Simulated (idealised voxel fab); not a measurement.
process module | voxel transistor to metal
cross-section cut | 140 nm wide | cells 5 nm
A cross-section is a grid of square cells, given in bands from the top down. A band is one or more rows of cells.
Each band's line starts with the height of the band's top and of its bottom, in nm. Then come its materials from left to right, each with its width in nm. One material with "throughout" fills the band from edge to edge. "air" is empty space.
Height 0 is the level under which the wafer as received is all one material. The lowest band goes on downwards, as in "0 down".
A width such as "30 to 40" changes by the same amount from each row of cells to the next, from the band's top row to its bottom row.
"no change" after a step means that no cell of the cross-section changed.
closed voids: empty space of 8 cells or more with no open way to the top, each as width x height at its distance from the left edge, in nm
after a step's settings: what the simulator itself notes on the step
overlay nm, on a step with a mask: how far to the right of its planned place the mask lay; to the left if negative
plan
1 op RECEIVE | material Si
2 op CONFORMAL_DEP | material SiO2 | thk nm 5
3 op CONFORMAL_DEP | material SiN | thk nm 15
4 op PATTERN | tone cover | mask id ACTIVE | material resist | width nm 105 | thk nm 20 | overlay nm 0
5 op DIRECTIONAL_ETCH | etch materials SiN | depth nm 15
6 op DIRECTIONAL_ETCH | etch materials SiO2 | depth nm 5
7 op DIRECTIONAL_ETCH | etch materials Si | depth nm 30
8 op STRIP | etch materials resist
9 op FILL_DEP | material SiO2 | thk nm 5
10 op CMP | height nm 20
11 op SELECTIVE_ETCH | etch materials SiO2 | depth nm 5
12 op STRIP | etch materials SiN
13 op SELECTIVE_ETCH | etch materials SiO2 | depth nm 5
14 op OXIDIZE | depth nm 5
15 op DIRECTIONAL_DEP | material polySi | thk nm 25
16 op DIRECTIONAL_DEP | material SiCN | thk nm 10
17 op DIRECTIONAL_DEP | material aC | thk nm 15
18 op PATTERN | tone cover | mask id GATE | material resist | width nm 15 | thk nm 30 | overlay nm 0
19 op DIRECTIONAL_ETCH | etch materials aC | depth nm 15
20 op STRIP | etch materials resist
21 op DIRECTIONAL_ETCH | etch materials SiCN | depth nm 20
22 op DIRECTIONAL_ETCH | etch materials polySi | depth nm 35
23 op STRIP | etch materials aC
24 op CONFORMAL_DEP | material SiN | thk nm 10
25 op DIRECTIONAL_ETCH | etch materials SiN | depth nm 10
26 op DIRECTIONAL_ETCH | etch materials SiO2 | depth nm 5
27 op EPI | material pSi | thk nm 5
28 op FILL_DEP | material SiO2 | thk nm 5
29 op CMP | height nm 35
30 op DIRECTIONAL_DEP | material SiO2 | thk nm 10
31 op DIRECTIONAL_DEP | material aC | thk nm 15
32 op PATTERN | tone open | mask id CONTACT | material resist | width nm 20 | pitch nm 65 | thk nm 30 | overlay nm 0
33 op DIRECTIONAL_ETCH | etch materials aC | depth nm 15
34 op STRIP | etch materials resist
35 op DIRECTIONAL_ETCH | etch materials SiO2 | depth nm 45
36 op STRIP | etch materials aC
37 op CONFORMAL_DEP | material TiN | thk nm 5
38 op FILL_DEP | material W | thk nm 5
39 op CMP | height nm 45
40 op DIRECTIONAL_DEP | material TiN | thk nm 5
41 op DIRECTIONAL_DEP | material W | thk nm 20
42 op MASKED_ETCH | tone cover | mask id METAL_1 | width nm 20 | pitch nm 65 | etch materials W | depth nm 20 | overlay nm 0
43 op MASKED_ETCH | tone cover | mask id METAL_1 | width nm 20 | pitch nm 65 | etch materials TiN | depth nm 5 | overlay nm 0
44 op CONFORMAL_DEP | material SiCN | thk nm 5
45 op FILL_DEP | material SiO2 | thk nm 10
46 op CMP | height nm 70
47 op CONFORMAL_DEP | material SiCN | thk nm 5
first wafer, as planned
as received, after step 1
  0 down: Si throughout
  closed voids: none
after step 2
  5 to 0: SiO2 throughout
  below 0: unchanged
after step 3
  20 to 5: SiN throughout
  below 5: unchanged
after step 4
  40 to 20: air 15 | resist 105 | air 20
  below 20: unchanged
after step 5
  40 to 20: air 15 | resist 105 | air 20
  20 to 5: air 15 | SiN 105 | air 20
  below 5: unchanged
after step 6
  40 to 20: air 15 | resist 105 | air 20
  20 to 5: air 15 | SiN 105 | air 20
  5 to 0: air 15 | SiO2 105 | air 20
  below 0: unchanged
after step 7
  40 to 20: air 15 | resist 105 | air 20
  20 to 5: air 15 | SiN 105 | air 20
  5 to 0: air 15 | SiO2 105 | air 20
  0 to -30: air 15 | Si 105 | air 20
  below -30: unchanged
after step 8
  20 to 5: air 15 | SiN 105 | air 20
  below 5: unchanged
after step 9
  25 to 20: SiO2 throughout
  20 to 5: SiO2 15 | SiN 105 | SiO2 20
  5 to 0: SiO2 throughout
  0 to -30: SiO2 15 | Si 105 | SiO2 20
  below -30: unchanged
after step 10
  20 to 5: SiO2 15 | SiN 105 | SiO2 20
  below 5: unchanged
after step 11
  20 to 15: air 15 | SiN 105 | air 20
  below 15: unchanged
after step 12
  15 to 5: SiO2 15 | air 105 | SiO2 20
  below 5: unchanged
after step 13
  10 to 0: SiO2 10 | air 115 | SiO2 15
  below 0: unchanged
after step 14
  10 to 0: SiO2 10 | air 115 | SiO2 15
  0 to -5: SiO2 throughout
  below -5: unchanged
after step 15
  35 to 25: polySi 10 | air 115 | polySi 15
  25 to 10: polySi throughout
  10 to 0: SiO2 10 | polySi 115 | SiO2 15
  below 0: unchanged
after step 16
  45 to 35: SiCN 10 | air 115 | SiCN 15
  35 to 25: polySi 10 | SiCN 115 | polySi 15
  below 25: unchanged
after step 17
  60 to 50: aC 10 | air 115 | aC 15
  50 to 45: aC throughout
  45 to 35: SiCN 10 | aC 115 | SiCN 15
  below 35: unchanged
after step 18
  90 to 60: air 60 | resist 15 | air 65
  60 to 50: aC 10 | air 50 | resist 15 | air 50 | aC 15
  below 50: unchanged
after step 19
  75 to 50: air 60 | resist 15 | air 65
  50 to 45: air 60 | aC 15 | air 65
  45 to 35: SiCN 10 | air 50 | aC 15 | air 50 | SiCN 15
  below 35: unchanged
after step 20
  50 to 45: air 60 | aC 15 | air 65
  below 45: unchanged
after step 21
  50 to 35: air 60 | aC 15 | air 65
  35 to 25: polySi 10 | air 50 | SiCN 15 | air 50 | polySi 15
  below 25: unchanged
after step 22
  50 to 35: air 60 | aC 15 | air 65
  35 to 25: air 60 | SiCN 15 | air 65
  25 to 10: air 60 | polySi 15 | air 65
  10 to 0: SiO2 10 | air 50 | polySi 15 | air 50 | SiO2 15
  below 0: unchanged
after step 23
  35 to 25: air 60 | SiCN 15 | air 65
  below 25: unchanged
after step 24
  45 to 35: air 50 | SiN 35 | air 55
  35 to 25: air 50 | SiN 10 | SiCN 15 | SiN 10 | air 55
  25 to 20: air 50 | SiN 10 | polySi 15 | SiN 10 | air 55
  20 to 10: SiN 20 | air 30 | SiN 10 | polySi 15 | SiN 10 | air 30 | SiN 25
  10 to 0: SiO2 10 | SiN 50 | polySi 15 | SiN 50 | SiO2 15
  below 0: unchanged
after step 25
  35 to 25: air 50 | SiN 10 | SiCN 15 | SiN 10 | air 55
  25 to 10: air 50 | SiN 10 | polySi 15 | SiN 10 | air 55
  10 to 0: SiO2 10 | SiN 10 | air 30 | SiN 10 | polySi 15 | SiN 10 | air 30 | SiN 10 | SiO2 15
  below 0: unchanged
after step 26
  35 to 25: air 50 | SiN 10 | SiCN 15 | SiN 10 | air 55
  25 to 10: air 50 | SiN 10 | polySi 15 | SiN 10 | air 55
  10 to 5: air 10 | SiN 10 | air 30 | SiN 10 | polySi 15 | SiN 10 | air 30 | SiN 10 | air 15
  5 to 0: SiO2 10 | SiN 10 | air 30 | SiN 10 | polySi 15 | SiN 10 | air 30 | SiN 10 | SiO2 15
  0 to -5: SiO2 20 | air 30 | SiO2 35 | air 30 | SiO2 25
  below -5: unchanged
after step 27
  35 to 25: air 50 | SiN 10 | SiCN 15 | SiN 10 | air 55
  25 to 10: air 50 | SiN 10 | polySi 15 | SiN 10 | air 55
  10 to 5: air 10 | SiN 10 | air 30 | SiN 10 | polySi 15 | SiN 10 | air 30 | SiN 10 | air 15
  5 to 0: SiO2 10 | SiN 10 | air 30 | SiN 10 | polySi 15 | SiN 10 | air 30 | SiN 10 | SiO2 15
  0 to -5: SiO2 20 | pSi 30 | SiO2 35 | pSi 30 | SiO2 25
  below -5: unchanged
after step 28
  40 to 35: SiO2 throughout
  35 to 25: SiO2 50 | SiN 10 | SiCN 15 | SiN 10 | SiO2 55
  25 to 10: SiO2 50 | SiN 10 | polySi 15 | SiN 10 | SiO2 55
  10 to 0: SiO2 10 | SiN 10 | SiO2 30 | SiN 10 | polySi 15 | SiN 10 | SiO2 30 | SiN 10 | SiO2 15
  below 0: unchanged
after step 29
  35 to 25: SiO2 50 | SiN 10 | SiCN 15 | SiN 10 | SiO2 55
  below 25: unchanged
after step 30
  45 to 35: SiO2 throughout
  below 35: unchanged
after step 31
  60 to 45: aC throughout
  below 45: unchanged
after step 32
  90 to 60: resist 25 | air 20 | resist 45 | air 20 | resist 30
  below 60: unchanged
after step 33
  75 to 60: resist 25 | air 20 | resist 45 | air 20 | resist 30
  60 to 45: aC 25 | air 20 | aC 45 | air 20 | aC 30
  below 45: unchanged
after step 34
  60 to 45: aC 25 | air 20 | aC 45 | air 20 | aC 30
  below 45: unchanged
after step 35
  60 to 45: aC 25 | air 20 | aC 45 | air 20 | aC 30
  45 to 35: SiO2 25 | air 20 | SiO2 45 | air 20 | SiO2 30
  35 to 25: SiO2 25 | air 20 | SiO2 5 | SiN 10 | SiCN 15 | SiN 10 | SiO2 5 | air 20 | SiO2 30
  25 to 10: SiO2 25 | air 20 | SiO2 5 | SiN 10 | polySi 15 | SiN 10 | SiO2 5 | air 20 | SiO2 30
  10 to 0: SiO2 10 | SiN 10 | SiO2 5 | air 20 | SiO2 5 | SiN 10 | polySi 15 | SiN 10 | SiO2 5 | air 20 | SiO2 5 | SiN 10 | SiO2 15
  below 0: unchanged
after step 36
  45 to 35: SiO2 25 | air 20 | SiO2 45 | air 20 | SiO2 30
  below 35: unchanged
after step 37
  50 to 45: TiN 30 | air 10 | TiN 55 | air 10 | TiN 35
  45 to 35: SiO2 25 | TiN 5 | air 10 | TiN 5 | SiO2 45 | TiN 5 | air 10 | TiN 5 | SiO2 30
  35 to 25: SiO2 25 | TiN 5 | air 10 | TiN 5 | SiO2 5 | SiN 10 | SiCN 15 | SiN 10 | SiO2 5 | TiN 5 | air 10 | TiN 5 | SiO2 30
  25 to 10: SiO2 25 | TiN 5 | air 10 | TiN 5 | SiO2 5 | SiN 10 | polySi 15 | SiN 10 | SiO2 5 | TiN 5 | air 10 | TiN 5 | SiO2 30
  10 to 5: SiO2 10 | SiN 10 | SiO2 5 | TiN 5 | air 10 | TiN 5 | SiO2 5 | SiN 10 | polySi 15 | SiN 10 | SiO2 5 | TiN 5 | air 10 | TiN 5 | SiO2 5 | SiN 10 | SiO2 15
  5 to 0: SiO2 10 | SiN 10 | SiO2 5 | TiN 20 | SiO2 5 | SiN 10 | polySi 15 | SiN 10 | SiO2 5 | TiN 20 | SiO2 5 | SiN 10 | SiO2 15
  below 0: unchanged
after step 38
  55 to 50: W throughout
  50 to 45: TiN 30 | W 10 | TiN 55 | W 10 | TiN 35
  45 to 35: SiO2 25 | TiN 5 | W 10 | TiN 5 | SiO2 45 | TiN 5 | W 10 | TiN 5 | SiO2 30
  35 to 25: SiO2 25 | TiN 5 | W 10 | TiN 5 | SiO2 5 | SiN 10 | SiCN 15 | SiN 10 | SiO2 5 | TiN 5 | W 10 | TiN 5 | SiO2 30
  25 to 10: SiO2 25 | TiN 5 | W 10 | TiN 5 | SiO2 5 | SiN 10 | polySi 15 | SiN 10 | SiO2 5 | TiN 5 | W 10 | TiN 5 | SiO2 30
  10 to 5: SiO2 10 | SiN 10 | SiO2 5 | TiN 5 | W 10 | TiN 5 | SiO2 5 | SiN 10 | polySi 15 | SiN 10 | SiO2 5 | TiN 5 | W 10 | TiN 5 | SiO2 5 | SiN 10 | SiO2 15
  below 5: unchanged
after step 39
  45 to 35: SiO2 25 | TiN 5 | W 10 | TiN 5 | SiO2 45 | TiN 5 | W 10 | TiN 5 | SiO2 30
  below 35: unchanged
after step 40
  50 to 45: TiN throughout
  below 45: unchanged
after step 41
  70 to 50: W throughout
  below 50: unchanged
after step 42
  70 to 50: air 25 | W 20 | air 45 | W 20 | air 30
  below 50: unchanged
after step 43
  70 to 50: air 25 | W 20 | air 45 | W 20 | air 30
  50 to 45: air 25 | TiN 20 | air 45 | TiN 20 | air 30
  below 45: unchanged
after step 44
  75 to 70: air 20 | SiCN 30 | air 35 | SiCN 30 | air 25
  70 to 50: air 20 | SiCN 5 | W 20 | SiCN 5 | air 35 | SiCN 5 | W 20 | SiCN 5 | air 25
  50 to 45: SiCN 25 | TiN 20 | SiCN 45 | TiN 20 | SiCN 30
  below 45: unchanged
after step 45
  85 to 75: SiO2 throughout
  75 to 70: SiO2 20 | SiCN 30 | SiO2 35 | SiCN 30 | SiO2 25
  70 to 50: SiO2 20 | SiCN 5 | W 20 | SiCN 5 | SiO2 35 | SiCN 5 | W 20 | SiCN 5 | SiO2 25
  below 50: unchanged
after step 46
  70 to 50: SiO2 20 | SiCN 5 | W 20 | SiCN 5 | SiO2 35 | SiCN 5 | W 20 | SiCN 5 | SiO2 25
  below 50: unchanged
after step 47
  75 to 70: SiCN throughout
  below 70: unchanged
second wafer: like start, like plan, one mistake. Through step 41 it matches the first wafer
when step 42 should have ended
  70 to 50: air 20 | W 30 | air 35 | W 30 | air 25
  below 50: unchanged
when step 43 should have ended
  70 to 50: air 20 | W 30 | air 35 | W 30 | air 25
  50 to 45: air 20 | TiN 30 | air 35 | TiN 30 | air 25
  below 45: unchanged
when step 44 should have ended
  75 to 70: air 15 | SiCN 40 | air 25 | SiCN 40 | air 20
  70 to 50: air 15 | SiCN 5 | W 30 | SiCN 5 | air 25 | SiCN 5 | W 30 | SiCN 5 | air 20
  50 to 45: SiCN 20 | TiN 30 | SiCN 35 | TiN 30 | SiCN 25
  below 45: unchanged
when step 45 should have ended
  85 to 75: SiO2 throughout
  75 to 70: SiO2 15 | SiCN 40 | SiO2 25 | SiCN 40 | SiO2 20
  70 to 50: SiO2 15 | SiCN 5 | W 30 | SiCN 5 | SiO2 25 | SiCN 5 | W 30 | SiCN 5 | SiO2 20
  below 50: unchanged
when step 46 should have ended
  70 to 50: SiO2 15 | SiCN 5 | W 30 | SiCN 5 | SiO2 25 | SiCN 5 | W 30 | SiCN 5 | SiO2 20
  below 50: unchanged
when step 47 should have ended
  75 to 70: SiCN throughout
  below 70: unchanged
what went wrong: step 42 ran as: op MASKED_ETCH | tone cover | mask id METAL_1 | width nm 30 | pitch nm 65 | etch materials W | depth nm 20 | overlay nm 0
at the end the second wafer has, in cells: 4 fewer of SiCN | 16 fewer of SiO2 | 4 more of TiN | 16 more of W
